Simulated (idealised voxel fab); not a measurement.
process module | voxel air gaps
cross-section cut | 260 nm wide | cells 5 nm
A cross-section is a grid of square cells, given in bands from the top down. A band is one or more rows of cells.
Each band's line starts with the height of the band's top and of its bottom, in nm. Then come its materials from left to right, each with its width in nm. One material with "throughout" fills the band from edge to edge. "air" is empty space.
Height 0 is the level under which the wafer as received is all one material. The lowest band goes on downwards, as in "0 down".
A width such as "30 to 40" changes by the same amount from each row of cells to the next, from the band's top row to its bottom row.
"no change" after a step means that no cell of the cross-section changed.
closed voids: empty space of 8 cells or more with no open way to the top, each as width x height at its distance from the left edge, in nm
after a step's settings: what the simulator itself notes on the step
overlay nm, on a step with a mask: how far to the right of its planned place the mask lay; to the left if negative
plan
1 op RECEIVE | material Si
2 op CONFORMAL_DEP | material SiO2 | thk nm 15
3 op CONFORMAL_DEP | material SiCN | thk nm 5
4 op DIRECTIONAL_DEP | material SiO2 | thk nm 40
5 op PATTERN | tone open | mask id LINES | material resist | width nm 20 | pitch nm 45 | thk nm 20 | overlay nm 0
6 op DIRECTIONAL_ETCH | etch materials SiO2 | depth nm 40
7 op STRIP | etch materials resist
8 op CONFORMAL_DEP | material TiN | thk nm 5
9 op FILL_DEP | material Ru | thk nm 5
10 op CMP | height nm 60
11 op EPI | material Ru | thk nm 10
12 op SELECTIVE_ETCH | etch materials SiO2 | depth nm 50
13 op CONFORMAL_DEP | material SiCN | thk nm 5
first wafer, as planned
as received, after step 1
  0 down: Si throughout
  closed voids: none
after step 2
  15 to 0: SiO2 throughout
  below 0: unchanged
after step 3
  20 to 15: SiCN throughout
  below 15: unchanged
after step 4
  60 to 20: SiO2 throughout
  below 20: unchanged
after step 5
  80 to 60: resist 50 | air 20 | resist 25 | air 20 | resist 25 | air 20 | resist 25 | air 20 | resist 55
  below 60: unchanged
after step 6
  80 to 60: resist 50 | air 20 | resist 25 | air 20 | resist 25 | air 20 | resist 25 | air 20 | resist 55
  60 to 20: SiO2 50 | air 20 | SiO2 25 | air 20 | SiO2 25 | air 20 | SiO2 25 | air 20 | SiO2 55
  below 20: unchanged
after step 7
  60 to 20: SiO2 50 | air 20 | SiO2 25 | air 20 | SiO2 25 | air 20 | SiO2 25 | air 20 | SiO2 55
  below 20: unchanged
after step 8
  65 to 60: TiN 55 | air 10 | TiN 35 | air 10 | TiN 35 | air 10 | TiN 35 | air 10 | TiN 60
  60 to 25: SiO2 50 | TiN 5 | air 10 | TiN 5 | SiO2 25 | TiN 5 | air 10 | TiN 5 | SiO2 25 | TiN 5 | air 10 | TiN 5 | SiO2 25 | TiN 5 | air 10 | TiN 5 | SiO2 55
  25 to 20: SiO2 50 | TiN 20 | SiO2 25 | TiN 20 | SiO2 25 | TiN 20 | SiO2 25 | TiN 20 | SiO2 55
  below 20: unchanged
after step 9
  70 to 65: Ru throughout
  65 to 60: TiN 55 | Ru 10 | TiN 35 | Ru 10 | TiN 35 | Ru 10 | TiN 35 | Ru 10 | TiN 60
  60 to 25: SiO2 50 | TiN 5 | Ru 10 | TiN 5 | SiO2 25 | TiN 5 | Ru 10 | TiN 5 | SiO2 25 | TiN 5 | Ru 10 | TiN 5 | SiO2 25 | TiN 5 | Ru 10 | TiN 5 | SiO2 55
  below 25: unchanged
after step 10
  60 to 25: SiO2 50 | TiN 5 | Ru 10 | TiN 5 | SiO2 25 | TiN 5 | Ru 10 | TiN 5 | SiO2 25 | TiN 5 | Ru 10 | TiN 5 | SiO2 25 | TiN 5 | Ru 10 | TiN 5 | SiO2 55
  below 25: unchanged
after step 11
  70 to 60: air 40 | Ru 40 | air 5 | Ru 40 | air 5 | Ru 40 | air 5 | Ru 40 | air 45
  below 60: unchanged
after step 12
  70 to 60: air 40 | Ru 40 | air 5 | Ru 40 | air 5 | Ru 40 | air 5 | Ru 40 | air 45
  60 to 25: air 50 | TiN 5 | Ru 10 | TiN 5 | air 25 | TiN 5 | Ru 10 | TiN 5 | air 25 | TiN 5 | Ru 10 | TiN 5 | air 25 | TiN 5 | Ru 10 | TiN 5 | air 55
  25 to 20: air 50 | TiN 20 | air 25 | TiN 20 | air 25 | TiN 20 | air 25 | TiN 20 | air 55
  below 20: unchanged
after step 13
  75 to 70: air 35 | SiCN 185 | air 40
  70 to 60: air 35 | SiCN 5 | Ru 40 | SiCN 5 | Ru 40 | SiCN 5 | Ru 40 | SiCN 5 | Ru 40 | SiCN 5 | air 40
  60 to 55: air 35 | SiCN 15 | TiN 5 | Ru 10 | TiN 5 | SiCN 25 | TiN 5 | Ru 10 | TiN 5 | SiCN 25 | TiN 5 | Ru 10 | TiN 5 | SiCN 25 | TiN 5 | Ru 10 | TiN 5 | SiCN 15 | air 40
  55 to 25: air 45 | SiCN 5 | TiN 5 | Ru 10 | TiN 5 | SiCN 5 | air 15 | SiCN 5 | TiN 5 | Ru 10 | TiN 5 | SiCN 5 | air 15 | SiCN 5 | TiN 5 | Ru 10 | TiN 5 | SiCN 5 | air 15 | SiCN 5 | TiN 5 | Ru 10 | TiN 5 | SiCN 5 | air 50
  25 to 20: SiCN 50 | TiN 20 | SiCN 25 | TiN 20 | SiCN 25 | TiN 20 | SiCN 25 | TiN 20 | SiCN 55
  below 20: unchanged
  closed voids: 15 x 30 at 75; 15 x 30 at 120; 15 x 30 at 165
second wafer: like start, like plan, one mistake. Through step 12 it matches the first wafer
when step 13 should have ended: no change
what went wrong: step 13 was left out
at the end the second wafer has, in cells: 152 fewer of SiCN
closed voids at the end (first wafer, second wafer): 3, 0
